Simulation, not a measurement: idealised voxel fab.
process module | voxel trench capacitor
cross-section cut | 205 nm wide | cells 5 nm
A cross-section is a grid of square cells, given in bands from the top down. A band is one or more rows of cells.
Each band's line starts with the height of the band's top and of its bottom, in nm. Then come its materials from left to right, each with its width in nm. One material with "throughout" fills the band from edge to edge. "air" is empty space.
Height 0 is the level under which the wafer as received is all one material. The lowest band goes on downwards, as in "0 down".
A width such as "30 to 40" changes by the same amount from each row of cells to the next, from the band's top row to its bottom row.
"no change" after a step means that no cell of the cross-section changed.
closed voids: empty space of 8 cells or more with no open way to the top, each as width x height at its distance from the left edge, in nm
after a step's settings: what the simulator itself notes on the step
overlay nm, on a step with a mask: how far to the right of its planned place the mask lay; to the left if negative
plan
1 op RECEIVE | material Si
2 op CONFORMAL_DEP | material SiN | thk nm 10
3 op DIRECTIONAL_DEP | material aC | thk nm 15
4 op PATTERN | tone open | mask id TRENCH | material resist | width nm 25 | pitch nm 45 | thk nm 35 | overlay nm 0
5 op DIRECTIONAL_ETCH | etch materials aC | depth nm 15
6 op STRIP | etch materials resist
7 op DIRECTIONAL_ETCH | etch materials SiN | depth nm 10
8 op DIRECTIONAL_ETCH | etch materials Si | depth nm 40
9 op STRIP | etch materials aC
10 op CONFORMAL_DEP | material HfO2 | thk nm 5
11 op CONFORMAL_DEP | material TiN | thk nm 5
12 op FILL_DEP | material W | thk nm 5
13 op CMP | height nm 10
as received, after step 1
  0 down: Si throughout
  closed voids: none
a wafer at the end: this start, this plan, one mistake
  10 to 0: SiN 65 | HfO2 5 | TiN 5 | W 5 | TiN 5 | HfO2 5 | SiN 20 | HfO2 5 | TiN 5 | W 5 | TiN 5 | HfO2 5 | SiN 70
  0 to -70: Si 65 | HfO2 5 | TiN 5 | W 5 | TiN 5 | HfO2 5 | Si 20 | HfO2 5 | TiN 5 | W 5 | TiN 5 | HfO2 5 | Si 70
  -70 to -75: Si 65 | HfO2 5 | TiN 15 | HfO2 5 | Si 20 | HfO2 5 | TiN 15 | HfO2 5 | Si 70
  -75 to -80: Si 65 | HfO2 25 | Si 20 | HfO2 25 | Si 70
  -80 down: Si throughout
  closed voids: none
what went wrong: step 8 was run twice
